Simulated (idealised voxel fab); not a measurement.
Herein follows the process module entitled voxel transistor to metal.
Shown is cross-section cut, with a width of 215 nm and square cells of size 5 nm.
Think of the cross-section as a grid of square cells. We describe it in bands, top to bottom, and each band covers one or more rows of those cells.
Quick guide to a band line: top height, bottom height (nm) up front; then every material left to right with its width in nm. Only one material and it's marked "throughout"? Then it fills the band edge to edge. And "air" just means empty space.
Beneath 0, the wafer as received is one material, and that level is where height counting begins. The lowest band goes on downward without a bottom; it is written like "0 nm and below".
The two numbers in a width such as "30 to 40" mark its ends across the band: the first belongs to the top row of cells, the second to the bottom row, and from each row to the next the width moves by the same amount.
"changes: none", as given for a step, is the statement that not any cell of the cross-section underwent a change during that step.
Any empty space of 8 cells or more lacking an open way to the top shows up in "Closed internal cavities" as width x height at distance, distance from the left edge, in nm.
Heads up: the bit after the settings on a step's line is the simulator's remark on that step.
"overlay nm" answers the question of how far to the right of plan the mask lay on a step that has a mask, and when it is negative the answer is to the left.

THE FOLLOWING LIST GIVES THE PLANNED PROCESS STEPS
1) op RECEIVE | material Si
2) op CONFORMAL_DEP | material SiO2 | thk nm 5
3) op CONFORMAL_DEP | material SiN | thk nm 15
4) op PATTERN | tone cover | mask id ACTIVE | material resist | width nm 95 | thk nm 20 | overlay nm 0
5) op DIRECTIONAL_ETCH | etch materials SiN | depth nm 15
6) op DIRECTIONAL_ETCH | etch materials SiO2 | depth nm 5
7) op DIRECTIONAL_ETCH | etch materials Si | depth nm 30
8) op STRIP | etch materials resist
9) op FILL_DEP | material SiO2 | thk nm 10
10) op CMP | height nm 20
11) op SELECTIVE_ETCH | etch materials SiO2 | depth nm 10
12) op STRIP | etch materials SiN
13) op SELECTIVE_ETCH | etch materials SiO2 | depth nm 5
14) op OXIDIZE | depth nm 5
15) op DIRECTIONAL_DEP | material polySi | thk nm 20
16) op DIRECTIONAL_DEP | material SiCN | thk nm 10
17) op DIRECTIONAL_DEP | material aC | thk nm 15
18) op PATTERN | tone cover | mask id GATE | material resist | width nm 25 | thk nm 35 | overlay nm 0
19) op DIRECTIONAL_ETCH | etch materials aC | depth nm 15
20) op STRIP | etch materials resist
21) op DIRECTIONAL_ETCH | etch materials SiCN | depth nm 20
22) op DIRECTIONAL_ETCH | etch materials polySi | depth nm 30
23) op STRIP | etch materials aC
24) op CONFORMAL_DEP | material SiN | thk nm 5
25) op DIRECTIONAL_ETCH | etch materials SiN | depth nm 5
26) op DIRECTIONAL_ETCH | etch materials SiO2 | depth nm 5
27) op EPI | material nSi | thk nm 5
28) op FILL_DEP | material SiO2 | thk nm 10
29) op CMP | height nm 30
30) op DIRECTIONAL_DEP | material SiO2 | thk nm 10
31) op MASKED_ETCH | tone open | mask id CONTACT | width nm 15 | pitch nm 70 | etch materials SiO2 | depth nm 40 | overlay nm 0
32) op CONFORMAL_DEP | material TiN | thk nm 5
33) op FILL_DEP | material Ru | thk nm 5
34) op CMP | height nm 40
35) op DIRECTIONAL_DEP | material TiN | thk nm 5
36) op DIRECTIONAL_DEP | material W | thk nm 20
37) op MASKED_ETCH | tone cover | mask id METAL_1 | width nm 15 | pitch nm 70 | etch materials W | depth nm 20 | overlay nm 0
38) op MASKED_ETCH | tone cover | mask id METAL_1 | width nm 15 | pitch nm 70 | etch materials TiN | depth nm 5 | overlay nm 0
39) op FILL_DEP | material SiO2 | thk nm 5
40) op CMP | height nm 65
41) op CONFORMAL_DEP | material SiN | thk nm 5

AS RECEIVED (POST STEP 1): CROSS-SECTION
> 0 nm and below = Si throughout
> Closed internal cavities: none

SECTIONED VIEW, FIRST OF TWO WAFERS, AT THE CLOSE OF THE MODULE, PROCESSED AS INTENDED IN THE PLAN
> 70 nm to 65 nm = SiN throughout
> 65 nm to 45 nm = SiO2=65, then W=15, then SiO2=55, then W=15, then SiO2=65
> 45 nm to 40 nm = SiO2=65, then TiN=15, then SiO2=55, then TiN=15, then SiO2=65
> 40 nm to 30 nm = SiO2=65, then TiN=5, then Ru=5, then TiN=5, then SiO2=55, then TiN=5, then Ru=5, then TiN=5, then SiO2=65
> 30 nm to 20 nm = SiO2=65, then TiN=5, then Ru=5, then TiN=5, then SiO2=10, then SiN=5, then SiCN=25, then SiN=5, then SiO2=10, then TiN=5, then Ru=5, then TiN=5, then SiO2=65
> 20 nm to 5 nm = SiO2=65, then TiN=5, then Ru=5, then TiN=5, then SiO2=10, then SiN=5, then polySi=25, then SiN=5, then SiO2=10, then TiN=5, then Ru=5, then TiN=5, then SiO2=65
> 5 nm to 0 nm = SiO2=55, then SiN=5, then SiO2=5, then TiN=15, then SiO2=10, then SiN=5, then polySi=25, then SiN=5, then SiO2=10, then TiN=15, then SiO2=5, then SiN=5, then SiO2=55
> 0 nm to -5 nm = SiO2=60, then nSi=30, then SiO2=35, then nSi=30, then SiO2=60
> -5 nm to -30 nm = SiO2=60, then Si=95, then SiO2=60
> -30 nm and below = Si throughout
> Closed internal cavities: none

HERE'S THE SECOND OF OUR TWO WAFERS SECTIONED AT MODULE END. SAME START AS THE FIRST, SAME PLAN, BUT ONE MISTAKE GOT MADE RUNNING IT
> 70 nm to 65 nm = SiN throughout
> 65 nm to 45 nm = SiO2=65, then W=15, then SiO2=55, then W=15, then SiO2=65
> 45 nm to 40 nm = SiO2=65, then TiN=15, then SiO2=55, then TiN=15, then SiO2=65
> 40 nm to 35 nm = SiO2=65, then TiN=5, then Ru=5, then TiN=5, then SiO2=55, then TiN=5, then Ru=5, then TiN=5, then SiO2=65
> 35 nm to 30 nm = SiO2=65, then TiN=15, then SiO2=55, then TiN=15, then SiO2=65
> 30 nm to 25 nm = SiCN=95, then SiN=5, then SiO2=15, then SiN=5, then SiCN=95
> 25 nm to 20 nm = polySi=55, then SiCN=40, then SiN=5, then SiO2=15, then SiN=5, then SiCN=40, then polySi=55
> 20 nm to 5 nm = polySi=95, then SiN=5, then SiO2=15, then SiN=5, then polySi=95
> 5 nm to 0 nm = SiO2=55, then polySi=40, then SiN=5, then SiO2=15, then SiN=5, then polySi=40, then SiO2=55
> 0 nm to -5 nm = SiO2=100, then nSi=15, then SiO2=100
> -5 nm to -30 nm = SiO2=60, then Si=95, then SiO2=60
> -30 nm and below = Si throughout
> Closed internal cavities: none
What went wrong in running the wafer? so step 18 ended up running with a different setting than we planned, it ran as op PATTERN | tone open | mask id GATE | material resist | width nm 25 | thk nm 35 | overlay nm 0
Final tally in cells, some materials are higher or lower on the second wafer than on the first: Ru: 12 fewer, SiCN: 44 more, SiN: 2 fewer, SiO2: 129 fewer, TiN: 24 fewer, nSi: 9 fewer, polySi: 132 more
